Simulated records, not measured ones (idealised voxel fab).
The process module that follows is named voxel ribs on slabs.
Square cell edge 5 nm, section width 295 nm, ID cut.
Format of a cross-section: grid, square cells. Given as bands. Order: top down. Band: one or more rows of cells. Look at the band entry: it leads with the top's height and the bottom's height in nm. Then it lists the materials left to right, with a width in nm for each. The word "everywhere" on a single material says that material fills the band edge to edge. The word "empty" is empty space. Measure heights from 0. That's the level where, below it, the as-received wafer is all one material. The lowest band is bottomless and extends downward; write it as in "0 and below". Width spec "30 to 40" -> top row of cells at first value, bottom row at second value, equal per-row change in between. "identical to before" for a step: no cell of the cross-section changed in that step. Under "Sealed cavities" you'll find the enclosed gaps, the ones with no way out to the top, that are 8 cells or bigger; each reads width x height at distance, with distance counted from the left edge, everything in nm. Whatever follows a step's settings on its line is a remark the simulator itself makes about that step. "overlay nm" on a masked step: distance the mask lay right of its planned place, negative for left.
-- Steps in the process plan
- 1: RECEIVE with material Si
- 2: DIRECTIONAL_DEP with material SiO2, thk nm 20
- 3: DIRECTIONAL_DEP with material polySi, thk nm 25
- 4: DIRECTIONAL_DEP with material aC, thk nm 10
- 5: PATTERN with tone cover, mask id RIB, material resist, width nm 15, thk nm 30, overlay nm 0
- 6: DIRECTIONAL_ETCH with etch materials aC, depth nm 10
- 7: STRIP with etch materials resist
- 8: DIRECTIONAL_ETCH with etch materials polySi, depth nm 15
- 9: STRIP with etch materials aC
- 10: DIRECTIONAL_DEP with material aC, thk nm 15
- 11: PATTERN with tone cover, mask id SLAB, material resist, width nm 55, thk nm 35, overlay nm 0
- 12: DIRECTIONAL_ETCH with etch materials aC, depth nm 15
- 13: STRIP with etch materials resist
- 14: DIRECTIONAL_ETCH with etch materials polySi, depth nm 10
- 15: STRIP with etch materials aC
- 16: FILL_DEP with material SiO2, thk nm 15
- 17: CMP with height nm 55
- 18: DIRECTIONAL_DEP with material TiN, thk nm 10
- 19: PATTERN with tone cover, mask id HEATER, material resist, width nm 25, thk nm 20, overlay nm 0
- 20: DIRECTIONAL_ETCH with etch materials TiN, depth nm 10
- 21: STRIP with etch materials resist
- 22: CONFORMAL_DEP with material SiO2, thk nm 5
-- As-received wafer cross-section (after step 1)
0 and below  Si everywhere
Sealed cavities: none
-- The first of two wafers, cross-sectioned at the end of the module, with the run proceeding as planned
70 down to 65  130 nm empty / 35 nm SiO2 / 130 nm empty
65 down to 60  130 nm empty / 5 nm SiO2 / 25 nm TiN / 5 nm SiO2 / 130 nm empty
60 down to 55  135 nm SiO2 / 25 nm TiN / 135 nm SiO2
55 down to 45  SiO2 everywhere
45 down to 30  140 nm SiO2 / 15 nm polySi / 140 nm SiO2
30 down to 20  120 nm SiO2 / 55 nm polySi / 120 nm SiO2
20 down to 0  SiO2 everywhere
0 and below  Si everywhere
Sealed cavities: none
-- Wafer two, sectioned after the module: the first wafer's start, the first wafer's plan, and one mistake in how it was run
70 down to 65  130 nm empty / 35 nm SiO2 / 130 nm empty
65 down to 60  130 nm empty / 5 nm SiO2 / 25 nm TiN / 5 nm SiO2 / 130 nm empty
60 down to 55  135 nm SiO2 / 25 nm TiN / 135 nm SiO2
55 down to 50  SiO2 everywhere
50 down to 35  140 nm SiO2 / 15 nm polySi / 140 nm SiO2
35 down to 25  120 nm SiO2 / 55 nm polySi / 120 nm SiO2
25 down to 0  SiO2 everywhere
0 and below  Si everywhere
Sealed cavities: none
Where did the run depart from the plan? step 2 off recipe, ran as DIRECTIONAL_DEP with material SiO2, thk nm 25
at the end the second wafer has, in cells: as many of each material as the first, in other places
